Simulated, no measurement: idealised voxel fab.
process module | voxel quadruple lines
cross-section cut | 280 nm wide | cells 5 nm
A cross-section is a grid of square cells, given in bands from the top down. A band is one or more rows of cells.
Each band's line starts with the height of the band's top and of its bottom, in nm. Then come its materials from left to right, each with its width in nm. One material with "throughout" fills the band from edge to edge. "air" is empty space.
Height 0 is the level under which the wafer as received is all one material. The lowest band goes on downwards, as in "0 down".
A width such as "30 to 40" changes by the same amount from each row of cells to the next, from the band's top row to its bottom row.
"no change" after a step means that no cell of the cross-section changed.
closed voids: empty space of 8 cells or more with no open way to the top, each as width x height at its distance from the left edge, in nm
after a step's settings: what the simulator itself notes on the step
overlay nm, on a step with a mask: how far to the right of its planned place the mask lay; to the left if negative
plan
1 op RECEIVE | material Si
2 op CONFORMAL_DEP | material Al2O3 | thk nm 5
3 op DIRECTIONAL_DEP | material Ru | thk nm 10
4 op DIRECTIONAL_DEP | material polySi | thk nm 20
5 op DIRECTIONAL_DEP | material aC | thk nm 20
6 op PATTERN | tone cover | mask id MANDREL | material resist | width nm 20 | thk nm 25 | overlay nm 0
7 op DIRECTIONAL_ETCH | etch materials aC | depth nm 20
8 op STRIP | etch materials resist
9 op CONFORMAL_DEP | material SiO2 | thk nm 10
10 op DIRECTIONAL_ETCH | etch materials SiO2 | depth nm 10
11 op STRIP | etch materials aC
12 op DIRECTIONAL_ETCH | etch materials polySi | depth nm 20
13 op STRIP | etch materials SiO2
14 op CONFORMAL_DEP | material SiCN | thk nm 5
15 op DIRECTIONAL_ETCH | etch materials SiCN | depth nm 5
16 op STRIP | etch materials polySi
17 op DIRECTIONAL_ETCH | etch materials Ru | depth nm 10
18 op STRIP | etch materials SiCN
19 op FILL_DEP | material lowk | thk nm 10
20 op CMP | height nm 15
as received, after step 1
  0 down: Si throughout
  closed voids: none
first wafer at the end, as planned
  15 to 5: lowk 115 | Ru 5 | lowk 10 | Ru 5 | lowk 10 | Ru 5 | lowk 10 | Ru 5 | lowk 115
  5 to 0: Al2O3 throughout
  0 down: Si throughout
  closed voids: none
second wafer at the end: like start, like plan, one mistake
  15 to 5: lowk 125 | Ru 5 | lowk 20 | Ru 5 | lowk 125
  5 to 0: Al2O3 throughout
  0 down: Si throughout
  closed voids: none
what went wrong: step 6 ran as: op PATTERN | tone open | mask id MANDREL | material resist | width nm 20 | thk nm 25 | overlay nm 0
at the end the second wafer has, in cells: 4 fewer of Ru | 4 more of lowk
